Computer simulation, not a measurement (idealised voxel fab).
process module | voxel self aligned contacts
cross-section cut | 250 nm wide | cells 5 nm
A cross-section is a grid of square cells, given in bands from the top down. A band is one or more rows of cells.
Each band's line starts with the height of the band's top and of its bottom, in nm. Then come its materials from left to right, each with its width in nm. One material with "throughout" fills the band from edge to edge. "air" is empty space.
Height 0 is the level under which the wafer as received is all one material. The lowest band goes on downwards, as in "0 down".
A width such as "30 to 40" changes by the same amount from each row of cells to the next, from the band's top row to its bottom row.
"no change" after a step means that no cell of the cross-section changed.
closed voids: empty space of 8 cells or more with no open way to the top, each as width x height at its distance from the left edge, in nm
after a step's settings: what the simulator itself notes on the step
overlay nm, on a step with a mask: how far to the right of its planned place the mask lay; to the left if negative
plan
1 op RECEIVE | material Si
2 op OXIDIZE | depth nm 5
3 op DIRECTIONAL_DEP | material polySi | thk nm 25
4 op DIRECTIONAL_DEP | material SiN | thk nm 20
5 op MASKED_ETCH | tone cover | mask id GATE | width nm 25 | pitch nm 70 | etch materials SiN | depth nm 20 | overlay nm 0
6 op MASKED_ETCH | tone cover | mask id GATE | width nm 25 | pitch nm 70 | etch materials polySi | depth nm 25 | overlay nm 0
7 op CONFORMAL_DEP | material SiN | thk nm 10
8 op DIRECTIONAL_ETCH | etch materials SiN | depth nm 10
9 op FILL_DEP | material SiO2 | thk nm 15
10 op CMP | height nm 50
11 op PATTERN | tone open | mask id CONTACT | material resist | width nm 55 | thk nm 20 | overlay nm 0
12 op DIRECTIONAL_ETCH | etch materials SiO2 | depth nm 55
13 op STRIP | etch materials resist
14 op CONFORMAL_DEP | material TiN | thk nm 5
15 op FILL_DEP | material Ru | thk nm 10
16 op CMP | height nm 50
17 op CONFORMAL_DEP | material SiN | thk nm 5
as received, after step 1
  0 down: Si throughout
  closed voids: none
a wafer at the end: this start, this plan, one mistake
  55 to 50: SiN throughout
  50 to 45: SiO2 95 | TiN 20 | Ru 15 | TiN 20 | SiO2 100
  45 to 25: SiO2 65 | SiN 45 | TiN 5 | Ru 15 | TiN 5 | SiN 45 | SiO2 70
  25 to 20: SiO2 110 | TiN 25 | SiO2 115
  20 to 0: polySi throughout
  0 down: Si throughout
  closed voids: none
what went wrong: steps 2 and 3 were swapped
